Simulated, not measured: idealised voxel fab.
Module name: voxel wiring stack (process module)
Displayed cross-section: cut, width of 210 nm, square cells sized 5 nm.
Cross-section = grid of square cells, listed top down in bands; band = one or more rows.
It is stipulated that each band's entry specify, in nanometres, the height of the top of the band and then that of its bottom, followed by the materials of the band in left-to-right sequence, each together with its width in nanometres. A single material marked by the word "all across" is understood to fill the band from edge to edge; the word "blank" is understood to denote empty space.
Measure heights from 0. That's the level where, below it, the as-received wafer is all one material. The lowest band is bottomless and extends downward; write it as in "0..down".
Per-row width for "30..40": begins at first number (top row of band), ends at second number (bottom row), increment between rows held constant.
Basically "nothing got changed" means that step didn't change any cell in the cross-section.
You'll see "Encapsulated voids" listing empty spaces that have no way open to the top, as long as they're 8 cells or more; the notation is width x height at distance, where the distance is from the left edge, and all of it is in nm.
If you see something after the settings on a step's line, that's the simulator's own remark about that step.
What "overlay nm" on a step's line means: if the step has a mask, that mask lay this far to the right of its planned place, or, when the value is negative, to the left.

## Process steps foreseen in the plan
1: RECEIVE, material Si
2: CONFORMAL_DEP, material SiO2, thk nm 15
3: CONFORMAL_DEP, material SiN, thk nm 5
4: DIRECTIONAL_DEP, material SiO2, thk nm 15
5: PATTERN, tone open, mask id METAL_1, material resist, width nm 25, pitch nm 50, thk nm 20, overlay nm 0
6: DIRECTIONAL_ETCH, etch materials SiO2, depth nm 15
7: DIRECTIONAL_ETCH, etch materials SiN, depth nm 5
8: STRIP, etch materials resist
9: CONFORMAL_DEP, material TiN, thk nm 5
10: FILL_DEP, material Cu, thk nm 5
11: CMP, height nm 35
12: CONFORMAL_DEP, material SiCN, thk nm 5
13: DIRECTIONAL_DEP, material lowk, thk nm 25
14: DIRECTIONAL_DEP, material aC, thk nm 10
15: PATTERN, tone open, mask id METAL_2_HOLES, material resist, width nm 15, pitch nm 50, thk nm 25, overlay nm 0
16: DIRECTIONAL_ETCH, etch materials aC, depth nm 10
17: STRIP, etch materials resist
18: DIRECTIONAL_ETCH, etch materials lowk, depth nm 25
19: STRIP, etch materials aC
20: PATTERN, tone open, mask id METAL_2, material resist, width nm 25, pitch nm 50, thk nm 20, overlay nm 0
21: DIRECTIONAL_ETCH, etch materials lowk, depth nm 15
22: DIRECTIONAL_ETCH, etch materials SiCN, depth nm 5
23: STRIP, etch materials resist
24: CONFORMAL_DEP, material TiN, thk nm 5
25: FILL_DEP, material Cu, thk nm 5
26: CMP, height nm 65
27: CONFORMAL_DEP, material SiCN, thk nm 5
28: DIRECTIONAL_DEP, material lowk, thk nm 30
29: MASKED_ETCH, tone open, mask id METAL_3, width nm 15, pitch nm 50, etch materials lowk, depth nm 15, overlay nm 0
30: DIRECTIONAL_DEP, material aC, thk nm 15
31: PATTERN, tone open, mask id METAL_3_HOLES, material resist, width nm 15, pitch nm 50, thk nm 30, overlay nm 0
32: DIRECTIONAL_ETCH, etch materials aC, depth nm 15
33: STRIP, etch materials resist
34: DIRECTIONAL_ETCH, etch materials lowk, depth nm 15
35: DIRECTIONAL_ETCH, etch materials SiCN, depth nm 5
36: STRIP, etch materials aC
37: CONFORMAL_DEP, material TiN, thk nm 5
38: FILL_DEP, material Cu, thk nm 10
39: CMP, height nm 100
40: CONFORMAL_DEP, material SiN, thk nm 5
Don't read the plan's width nm for step 29 as applying to every wafer: that's the first wafer's value, and the wafers differ in it, though they all start identical.

## First wafer of several, as received: cross-section after step 1
> 0..down  Si all across
> Encapsulated voids: none

## Cross-section, first of several wafers, end of module, after last step 40
> 105..100  SiN all across
> 100..90  lowk=65 / TiN=5 / Cu=10 / TiN=5 / lowk=30 / TiN=5 / Cu=10 / TiN=5 / lowk=75
> 90..85  lowk=65 / TiN=20 / lowk=30 / TiN=20 / lowk=75
> 85..70  lowk=70 / TiN=10 / lowk=40 / TiN=10 / lowk=80
> 70..65  SiCN=70 / TiN=10 / SiCN=40 / TiN=10 / SiCN=80
> 65..55  lowk=65 / TiN=5 / Cu=15 / TiN=5 / lowk=25 / TiN=5 / Cu=15 / TiN=5 / lowk=70
> 55..50  lowk=65 / TiN=5 / Cu=5 / TiN=15 / lowk=25 / TiN=5 / Cu=5 / TiN=15 / lowk=70
> 50..40  lowk=65 / TiN=5 / Cu=5 / TiN=5 / lowk=35 / TiN=5 / Cu=5 / TiN=5 / lowk=80
> 40..35  SiCN=65 / TiN=15 / SiCN=35 / TiN=15 / SiCN=80
> 35..20  SiO2=65 / TiN=5 / Cu=15 / TiN=5 / SiO2=25 / TiN=5 / Cu=15 / TiN=5 / SiO2=70
> 20..15  SiN=65 / TiN=25 / SiN=25 / TiN=25 / SiN=70
> 15..0  SiO2 all across
> 0..down  Si all across
> Encapsulated voids: none

## The module's end: a cross-section of the last wafer
> 105..100  SiN all across
> 100..90  lowk=60 / TiN=5 / Cu=25 / TiN=5 / lowk=15 / TiN=5 / Cu=25 / TiN=5 / lowk=65
> 90..85  lowk=60 / TiN=10 / Cu=5 / TiN=20 / lowk=15 / TiN=10 / Cu=5 / TiN=20 / lowk=65
> 85..70  lowk=65 / TiN=5 / Cu=5 / TiN=5 / lowk=35 / TiN=5 / Cu=5 / TiN=5 / lowk=80
> 70..65  SiCN=65 / TiN=15 / SiCN=35 / TiN=15 / SiCN=80
> 65..55  lowk=65 / TiN=5 / Cu=15 / TiN=5 / lowk=25 / TiN=5 / Cu=15 / TiN=5 / lowk=70
> 55..50  lowk=65 / TiN=5 / Cu=5 / TiN=15 / lowk=25 / TiN=5 / Cu=5 / TiN=15 / lowk=70
> 50..40  lowk=65 / TiN=5 / Cu=5 / TiN=5 / lowk=35 / TiN=5 / Cu=5 / TiN=5 / lowk=80
> 40..35  SiCN=65 / TiN=15 / SiCN=35 / TiN=15 / SiCN=80
> 35..20  SiO2=65 / TiN=5 / Cu=15 / TiN=5 / SiO2=25 / TiN=5 / Cu=15 / TiN=5 / SiO2=70
> 20..15  SiN=65 / TiN=25 / SiN=25 / TiN=25 / SiN=70
> 15..0  SiO2 all across
> 0..down  Si all across
> Encapsulated voids: none

## End of module, by wafer: material-by-material cell gain (+) or loss (-) since receipt, then closed voids
width nm 15; +44 Cu; +74 SiCN; +74 SiN; +222 SiO2; +84 TiN; +384 lowk; Encapsulated voids: none
width nm 20; +48 Cu; +74 SiCN; +74 SiN; +222 SiO2; +86 TiN; +378 lowk; Encapsulated voids: none
width nm 25; +56 Cu; +72 SiCN; +74 SiN; +222 SiO2; +86 TiN; +372 lowk; Encapsulated voids: none
width nm 30; +60 Cu; +72 SiCN; +74 SiN; +222 SiO2; +88 TiN; +366 lowk; Encapsulated voids: none
width nm 35; +64 Cu; +72 SiCN; +74 SiN; +222 SiO2; +90 TiN; +360 lowk; Encapsulated voids: none
